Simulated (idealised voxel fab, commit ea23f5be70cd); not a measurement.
process module | voxel self aligned contacts
cross-section cut | 270 nm wide | cells 5 nm
A cross-section is a grid of square cells, given in bands from the top down. A band is one or more rows of cells.
Each band's line starts with the height of the band's top and of its bottom, in nm. Then come its materials from left to right, each with its width in nm. One material with "throughout" fills the band from edge to edge. "air" is empty space.
Height 0 is the level under which the wafer as received is all one material. The lowest band goes on downwards, as in "0 down".
A width such as "30 to 40" changes by the same amount from each row of cells to the next, from the band's top row to its bottom row.
"no change" after a step means that no cell of the cross-section changed.
closed voids: empty space of 8 cells or more with no open way to the top, each as width x height at its distance from the left edge, in nm
after a step's settings: what the simulator itself notes on the step
overlay nm, on a step with a mask: how far to the right of its planned place the mask lay; to the left if negative
plan
1 op RECEIVE | material Si
2 op OXIDIZE | depth nm 5
3 op DIRECTIONAL_DEP | material polySi | thk nm 30
4 op DIRECTIONAL_DEP | material SiN | thk nm 20
5 op DIRECTIONAL_DEP | material aC | thk nm 10
6 op PATTERN | tone cover | mask id GATE | material resist | width nm 30 | pitch nm 75 | thk nm 30 | overlay nm 0
7 op DIRECTIONAL_ETCH | etch materials aC | depth nm 10
8 op STRIP | etch materials resist
9 op DIRECTIONAL_ETCH | etch materials SiN | depth nm 20
10 op DIRECTIONAL_ETCH | etch materials polySi | depth nm 30
11 op STRIP | etch materials aC
12 op CONFORMAL_DEP | material SiN | thk nm 10
13 op DIRECTIONAL_ETCH | etch materials SiN | depth nm 10
14 op FILL_DEP | material SiO2 | thk nm 20
15 op CMP | height nm 60
16 op DIRECTIONAL_DEP | material aC | thk nm 10
17 op PATTERN | tone open | mask id CONTACT | material resist | width nm 55 | thk nm 30 | overlay nm 0
18 op DIRECTIONAL_ETCH | etch materials aC | depth nm 10
19 op STRIP | etch materials resist
20 op DIRECTIONAL_ETCH | etch materials SiO2 | depth nm 65
21 op STRIP | etch materials aC
22 op CONFORMAL_DEP | material TiN | thk nm 5
23 op FILL_DEP | material Ru | thk nm 5
24 op CMP | height nm 60
25 op CONFORMAL_DEP | material SiN | thk nm 5
as received, after step 1
  0 down: Si throughout
  closed voids: none
a wafer at the end: this start, this plan, one mistake
  65 to 60: SiN throughout
  60 to 50: SiO2 105 | TiN 5 to 10 | Ru 45 to 15 | TiN 5 to 30 | SiO2 110
  50 to 30: SiO2 60 | SiN 50 | TiN 5 | Ru 15 | TiN 5 | SiN 50 | SiO2 85
  30 to 0: SiO2 60 | SiN 10 | polySi 30 | SiN 10 | TiN 5 | Ru 15 | TiN 5 | SiN 10 | polySi 30 | SiN 10 | SiO2 85
  0 to -5: SiO2 110 | TiN 25 | SiO2 135
  -5 down: Si throughout
  closed voids: none
what went wrong: step 6 ran as: op PATTERN | tone cover | mask id GATE | material resist | width nm 30 | pitch nm 75 | thk nm 30 | overlay nm -10
